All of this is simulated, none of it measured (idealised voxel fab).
The following is a process module called voxel self aligned vias.
Square cells of 5 nm make up the cross-section cut, whose width is 240 nm.
For the purposes of this document, a cross-section shall be understood as a grid of square cells, specified as bands listed in top-to-bottom order, each band consisting of one or more rows of cells. Band entry format. Leading values: height of top, height of bottom, nm. Remainder: materials in left-to-right order, each with its width in nm. Special words: "throughout" on a single material, which then fills the band edge to edge; "air", empty space. Zero point of the height axis is 0; under it, received wafer = one material. Lowest band: continues down indefinitely, "from 0 down". When a width is written as two numbers, as in "30->40", the first number is the width in the top row of cells of the band and the second is the width in its bottom row, and the width changes by the same amount from each row to the next. Basically "nothing was modified" means that step didn't change any cell in the cross-section. "closed voids": empty spaces of 8 cells or more with no open way to the top, each given as width x height at distance, distance from the left edge, all in nm. Formally, on a step line, whatever follows the settings is a remark that the simulator itself makes on the step. The optional step-line setting "overlay nm" applies to steps with a mask and quantifies how far to the right of its planned location the mask lay, a negative value indicating leftward placement.

### Below is the list of planned process steps
1. RECEIVE: material Si
2. CONFORMAL_DEP: material SiO2, thk nm 10
3. CONFORMAL_DEP: material SiCN, thk nm 5
4. DIRECTIONAL_DEP: material lowk, thk nm 25
5. PATTERN: tone open, mask id LINES, material resist, width nm 25, pitch nm 60, thk nm 20, overlay nm 0
6. DIRECTIONAL_ETCH: etch materials lowk, depth nm 25
7. STRIP: etch materials resist
8. CONFORMAL_DEP: material TiN, thk nm 5
9. FILL_DEP: material W, thk nm 5
10. CMP: height nm 40
11. SELECTIVE_ETCH: etch materials W Ru TiN, depth nm 10
12. FILL_DEP: material SiN, thk nm 10
13. CMP: height nm 40
14. DIRECTIONAL_DEP: material lowk, thk nm 20
15. DIRECTIONAL_DEP: material aC, thk nm 10
16. PATTERN: tone open, mask id VIAS, material resist, width nm 45, pitch nm 120, thk nm 30, overlay nm 0
17. DIRECTIONAL_ETCH: etch materials aC, depth nm 10
18. STRIP: etch materials resist
19. DIRECTIONAL_ETCH: etch materials lowk, depth nm 20
20. DIRECTIONAL_ETCH: etch materials SiN, depth nm 10
21. STRIP: etch materials aC
22. CONFORMAL_DEP: material TiN, thk nm 5
23. FILL_DEP: material Cu, thk nm 5
24. CMP: height nm 60
25. CONFORMAL_DEP: material SiN, thk nm 5

### The first of the two wafers, which ran as planned

### Wafer cross-section on receipt, i.e. after step 1
	from 0 down = Si throughout
	closed voids: none

### Cross-sectional representation of the wafer at the conclusion of step 2
	from 10 to 0 = SiO2 throughout
	For the remainder of the cross-section, below 0, there is no change.

### Cross-sectional representation of the wafer at the conclusion of step 3
	from 15 to 10 = SiCN throughout
	For the remainder of the cross-section, below 10, there is no change.

### Cross-sectional representation of the wafer at the conclusion of step 4
	from 40 to 15 = lowk throughout
	For the remainder of the cross-section, below 15, there is no change.

### Cross-sectional representation of the wafer at the conclusion of step 5
	from 60 to 40 = resist (45), air (25), resist (35), air (25), resist (35), air (25), resist (50)
	For the remainder of the cross-section, below 40, there is no change.

### Cross-sectional representation of the wafer at the conclusion of step 6
	from 60 to 40 = resist (45), air (25), resist (35), air (25), resist (35), air (25), resist (50)
	from 40 to 15 = lowk (45), air (25), lowk (35), air (25), lowk (35), air (25), lowk (50)
	For the remainder of the cross-section, below 15, there is no change.

### Cross-sectional representation of the wafer at the conclusion of step 7
	from 40 to 15 = lowk (45), air (25), lowk (35), air (25), lowk (35), air (25), lowk (50)
	For the remainder of the cross-section, below 15, there is no change.

### Cross-sectional representation of the wafer at the conclusion of step 8
	from 45 to 40 = TiN (50), air (15), TiN (45), air (15), TiN (45), air (15), TiN (55)
	from 40 to 20 = lowk (45), TiN (5), air (15), TiN (5), lowk (35), TiN (5), air (15), TiN (5), lowk (35), TiN (5), air (15), TiN (5), lowk (50)
	from 20 to 15 = lowk (45), TiN (25), lowk (35), TiN (25), lowk (35), TiN (25), lowk (50)
	For the remainder of the cross-section, below 15, there is no change.

### Cross-sectional representation of the wafer at the conclusion of step 9
	from 50 to 45 = W throughout
	from 45 to 40 = TiN (50), W (15), TiN (45), W (15), TiN (45), W (15), TiN (55)
	from 40 to 20 = lowk (45), TiN (5), W (15), TiN (5), lowk (35), TiN (5), W (15), TiN (5), lowk (35), TiN (5), W (15), TiN (5), lowk (50)
	For the remainder of the cross-section, below 20, there is no change.

### Cross-sectional representation of the wafer at the conclusion of step 10
	from 40 to 20 = lowk (45), TiN (5), W (15), TiN (5), lowk (35), TiN (5), W (15), TiN (5), lowk (35), TiN (5), W (15), TiN (5), lowk (50)
	For the remainder of the cross-section, below 20, there is no change.

### Cross-sectional representation of the wafer at the conclusion of step 11
	from 40 to 30 = lowk (45), air (25), lowk (35), air (25), lowk (35), air (25), lowk (50)
	For the remainder of the cross-section, below 30, there is no change.

### Cross-sectional representation of the wafer at the conclusion of step 12
	from 50 to 40 = SiN throughout
	from 40 to 30 = lowk (45), SiN (25), lowk (35), SiN (25), lowk (35), SiN (25), lowk (50)
	For the remainder of the cross-section, below 30, there is no change.

### Cross-sectional representation of the wafer at the conclusion of step 13
	from 40 to 30 = lowk (45), SiN (25), lowk (35), SiN (25), lowk (35), SiN (25), lowk (50)
	For the remainder of the cross-section, below 30, there is no change.

### Cross-sectional representation of the wafer at the conclusion of step 14
	from 60 to 40 = lowk throughout
	For the remainder of the cross-section, below 40, there is no change.

### Cross-sectional representation of the wafer at the conclusion of step 15
	from 70 to 60 = aC throughout
	For the remainder of the cross-section, below 60, there is no change.

### Cross-sectional representation of the wafer at the conclusion of step 16
	from 100 to 70 = resist (35), air (45), resist (75), air (45), resist (40)
	For the remainder of the cross-section, below 70, there is no change.

### Cross-sectional representation of the wafer at the conclusion of step 17
	from 90 to 70 = resist (35), air (45), resist (75), air (45), resist (40)
	from 70 to 60 = aC (35), air (45), aC (75), air (45), aC (40)
	For the remainder of the cross-section, below 60, there is no change.

### Cross-sectional representation of the wafer at the conclusion of step 18
	from 70 to 60 = aC (35), air (45), aC (75), air (45), aC (40)
	For the remainder of the cross-section, below 60, there is no change.

### Cross-sectional representation of the wafer at the conclusion of step 19
	from 70 to 60 = aC (35), air (45), aC (75), air (45), aC (40)
	from 60 to 40 = lowk (35), air (45), lowk (75), air (45), lowk (40)
	For the remainder of the cross-section, below 40, there is no change.

### Cross-sectional representation of the wafer at the conclusion of step 20
	from 70 to 60 = aC (35), air (45), aC (75), air (45), aC (40)
	from 60 to 40 = lowk (35), air (45), lowk (75), air (45), lowk (40)
	from 40 to 30 = lowk (45), air (25), lowk (35), SiN (25), lowk (35), air (25), lowk (50)
	For the remainder of the cross-section, below 30, there is no change.

### Cross-sectional representation of the wafer at the conclusion of step 21
	from 60 to 40 = lowk (35), air (45), lowk (75), air (45), lowk (40)
	For the remainder of the cross-section, below 40, there is no change.

### Cross-sectional representation of the wafer at the conclusion of step 22
	from 65 to 60 = TiN (40), air (35), TiN (85), air (35), TiN (45)
	from 60 to 45 = lowk (35), TiN (5), air (35), TiN (5), lowk (75), TiN (5), air (35), TiN (5), lowk (40)
	from 45 to 40 = lowk (35), TiN (15), air (15), TiN (15), lowk (75), TiN (15), air (15), TiN (15), lowk (40)
	from 40 to 35 = lowk (45), TiN (5), air (15), TiN (5), lowk (35), SiN (25), lowk (35), TiN (5), air (15), TiN (5), lowk (50)
	from 35 to 30 = lowk (45), TiN (25), lowk (35), SiN (25), lowk (35), TiN (25), lowk (50)
	For the remainder of the cross-section, below 30, there is no change.

### Cross-sectional representation of the wafer at the conclusion of step 23
	from 70 to 65 = Cu throughout
	from 65 to 60 = TiN (40), Cu (35), TiN (85), Cu (35), TiN (45)
	from 60 to 45 = lowk (35), TiN (5), Cu (35), TiN (5), lowk (75), TiN (5), Cu (35), TiN (5), lowk (40)
	from 45 to 40 = lowk (35), TiN (15), Cu (15), TiN (15), lowk (75), TiN (15), Cu (15), TiN (15), lowk (40)
	from 40 to 35 = lowk (45), TiN (5), Cu (15), TiN (5), lowk (35), SiN (25), lowk (35), TiN (5), Cu (15), TiN (5), lowk (50)
	For the remainder of the cross-section, below 35, there is no change.

### Cross-sectional representation of the wafer at the conclusion of step 24
	from 60 to 45 = lowk (35), TiN (5), Cu (35), TiN (5), lowk (75), TiN (5), Cu (35), TiN (5), lowk (40)
	For the remainder of the cross-section, below 45, there is no change.

### Cross-sectional representation of the wafer at the conclusion of step 25
	from 65 to 60 = SiN throughout
	For the remainder of the cross-section, below 60, there is no change.

### Second Wafer (Identical Start and Plan, One Processing Error; Matches First Wafer Through Step 2)

Look at the second wafer in cross-section at the time step 3 ought to have finished: nothing was modified

### Look at the second wafer in cross-section at the time step 4 ought to have finished
	from 35 to 10 = lowk throughout
	For the remainder of the cross-section, below 10, there is no change.

### Look at the second wafer in cross-section at the time step 5 ought to have finished
	from 55 to 35 = resist (45), air (25), resist (35), air (25), resist (35), air (25), resist (50)
	For the remainder of the cross-section, below 35, there is no change.

### Look at the second wafer in cross-section at the time step 6 ought to have finished
	from 55 to 35 = resist (45), air (25), resist (35), air (25), resist (35), air (25), resist (50)
	from 35 to 10 = lowk (45), air (25), lowk (35), air (25), lowk (35), air (25), lowk (50)
	For the remainder of the cross-section, below 10, there is no change.

### Look at the second wafer in cross-section at the time step 7 ought to have finished
	from 35 to 10 = lowk (45), air (25), lowk (35), air (25), lowk (35), air (25), lowk (50)
	For the remainder of the cross-section, below 10, there is no change.

### Look at the second wafer in cross-section at the time step 8 ought to have finished
	from 40 to 35 = TiN (50), air (15), TiN (45), air (15), TiN (45), air (15), TiN (55)
	from 35 to 15 = lowk (45), TiN (5), air (15), TiN (5), lowk (35), TiN (5), air (15), TiN (5), lowk (35), TiN (5), air (15), TiN (5), lowk (50)
	from 15 to 10 = lowk (45), TiN (25), lowk (35), TiN (25), lowk (35), TiN (25), lowk (50)
	For the remainder of the cross-section, below 10, there is no change.

### Look at the second wafer in cross-section at the time step 9 ought to have finished
	from 45 to 40 = W throughout
	from 40 to 35 = TiN (50), W (15), TiN (45), W (15), TiN (45), W (15), TiN (55)
	from 35 to 15 = lowk (45), TiN (5), W (15), TiN (5), lowk (35), TiN (5), W (15), TiN (5), lowk (35), TiN (5), W (15), TiN (5), lowk (50)
	For the remainder of the cross-section, below 15, there is no change.

### Look at the second wafer in cross-section at the time step 10 ought to have finished
	from 40 to 35 = TiN (50), W (15), TiN (45), W (15), TiN (45), W (15), TiN (55)
	For the remainder of the cross-section, below 35, there is no change.

### Look at the second wafer in cross-section at the time step 11 ought to have finished
	from 35 to 30 = lowk (45), air (25), lowk (35), air (25), lowk (35), air (25), lowk (50)
	For the remainder of the cross-section, below 30, there is no change.

### Look at the second wafer in cross-section at the time step 12 ought to have finished
	from 45 to 35 = SiN throughout
	from 35 to 30 = lowk (45), SiN (25), lowk (35), SiN (25), lowk (35), SiN (25), lowk (50)
	For the remainder of the cross-section, below 30, there is no change.

### Look at the second wafer in cross-section at the time step 13 ought to have finished
	from 40 to 35 = SiN throughout
	For the remainder of the cross-section, below 35, there is no change.

### Look at the second wafer in cross-section at the time step 14 ought to have finished
	from 60 to 40 = lowk throughout
	For the remainder of the cross-section, below 40, there is no change.

### Look at the second wafer in cross-section at the time step 15 ought to have finished
	from 70 to 60 = aC throughout
	For the remainder of the cross-section, below 60, there is no change.

### Look at the second wafer in cross-section at the time step 16 ought to have finished
	from 100 to 70 = resist (35), air (45), resist (75), air (45), resist (40)
	For the remainder of the cross-section, below 70, there is no change.

### Look at the second wafer in cross-section at the time step 17 ought to have finished
	from 90 to 70 = resist (35), air (45), resist (75), air (45), resist (40)
	from 70 to 60 = aC (35), air (45), aC (75), air (45), aC (40)
	For the remainder of the cross-section, below 60, there is no change.

### Look at the second wafer in cross-section at the time step 18 ought to have finished
	from 70 to 60 = aC (35), air (45), aC (75), air (45), aC (40)
	For the remainder of the cross-section, below 60, there is no change.

### Look at the second wafer in cross-section at the time step 19 ought to have finished
	from 70 to 60 = aC (35), air (45), aC (75), air (45), aC (40)
	from 60 to 40 = lowk (35), air (45), lowk (75), air (45), lowk (40)
	For the remainder of the cross-section, below 40, there is no change.

### Look at the second wafer in cross-section at the time step 20 ought to have finished
	from 70 to 60 = aC (35), air (45), aC (75), air (45), aC (40)
	from 60 to 40 = lowk (35), air (45), lowk (75), air (45), lowk (40)
	from 40 to 35 = SiN (35), air (45), SiN (75), air (45), SiN (40)
	from 35 to 30 = lowk (45), air (25), lowk (35), SiN (25), lowk (35), air (25), lowk (50)
	For the remainder of the cross-section, below 30, there is no change.

### Look at the second wafer in cross-section at the time step 21 ought to have finished
	from 60 to 40 = lowk (35), air (45), lowk (75), air (45), lowk (40)
	For the remainder of the cross-section, below 40, there is no change.

### Look at the second wafer in cross-section at the time step 22 ought to have finished
	from 65 to 60 = TiN (40), air (35), TiN (85), air (35), TiN (45)
	from 60 to 40 = lowk (35), TiN (5), air (35), TiN (5), lowk (75), TiN (5), air (35), TiN (5), lowk (40)
	from 40 to 35 = SiN (35), TiN (15), air (15), TiN (15), SiN (75), TiN (15), air (15), TiN (15), SiN (40)
	from 35 to 30 = lowk (45), TiN (25), lowk (35), SiN (25), lowk (35), TiN (25), lowk (50)
	For the remainder of the cross-section, below 30, there is no change.

### Look at the second wafer in cross-section at the time step 23 ought to have finished
	from 70 to 65 = Cu throughout
	from 65 to 60 = TiN (40), Cu (35), TiN (85), Cu (35), TiN (45)
	from 60 to 40 = lowk (35), TiN (5), Cu (35), TiN (5), lowk (75), TiN (5), Cu (35), TiN (5), lowk (40)
	from 40 to 35 = SiN (35), TiN (15), Cu (15), TiN (15), SiN (75), TiN (15), Cu (15), TiN (15), SiN (40)
	For the remainder of the cross-section, below 35, there is no change.

### Look at the second wafer in cross-section at the time step 24 ought to have finished
	from 60 to 40 = lowk (35), TiN (5), Cu (35), TiN (5), lowk (75), TiN (5), Cu (35), TiN (5), lowk (40)
	For the remainder of the cross-section, below 40, there is no change.

### Look at the second wafer in cross-section at the time step 25 ought to have finished
	from 65 to 60 = SiN throughout
	For the remainder of the cross-section, below 60, there is no change.
The plan and the run diverged here: the plan's step 3 went unexecuted, having been skipped
The final cell counts differ between the wafers, with the second having more or fewer of some materials than the first: 8 more of Cu | 48 fewer of SiCN | 25 more of SiN | 6 more of TiN | 9 more of W
